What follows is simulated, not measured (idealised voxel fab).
process module | voxel fin reveal
cross-section cut | 190 nm wide | cells 5 nm
A cross-section is a grid of square cells, given in bands from the top down. A band is one or more rows of cells.
Each band's line starts with the height of the band's top and of its bottom, in nm. Then come its materials from left to right, each with its width in nm. One material with "throughout" fills the band from edge to edge. "air" is empty space.
Height 0 is the level under which the wafer as received is all one material. The lowest band goes on downwards, as in "0 down".
A width such as "30 to 40" changes by the same amount from each row of cells to the next, from the band's top row to its bottom row.
"no change" after a step means that no cell of the cross-section changed.
closed voids: empty space of 8 cells or more with no open way to the top, each as width x height at its distance from the left edge, in nm
after a step's settings: what the simulator itself notes on the step
overlay nm, on a step with a mask: how far to the right of its planned place the mask lay; to the left if negative
plan
1 op RECEIVE | material Si
2 op CONFORMAL_DEP | material SiN | thk nm 5
3 op MASKED_ETCH | tone cover | mask id FINS | width nm 15 | pitch nm 40 | etch materials SiN | depth nm 5 | overlay nm 0
4 op MASKED_ETCH | tone cover | mask id FINS | width nm 15 | pitch nm 40 | etch materials Si | depth nm 35 | overlay nm 0
5 op OXIDIZE | depth nm 5
6 op FILL_DEP | material SiO2 | thk nm 15
7 op CMP | height nm 5
8 op SELECTIVE_ETCH | etch materials SiO2 | depth nm 15
9 op STRIP | etch materials SiN
as received, after step 1
  0 down: Si throughout
  closed voids: none
a wafer at the end: this start, this plan, one mistake
  -5 to -10: air 30 | Si 5 | air 35 | Si 5 | air 35 | Si 5 | air 35 | Si 5 | air 35
  -10 to -40: SiO2 30 | Si 5 | SiO2 35 | Si 5 | SiO2 35 | Si 5 | SiO2 35 | Si 5 | SiO2 35
  -40 down: Si throughout
  closed voids: none
what went wrong: step 2 was left out
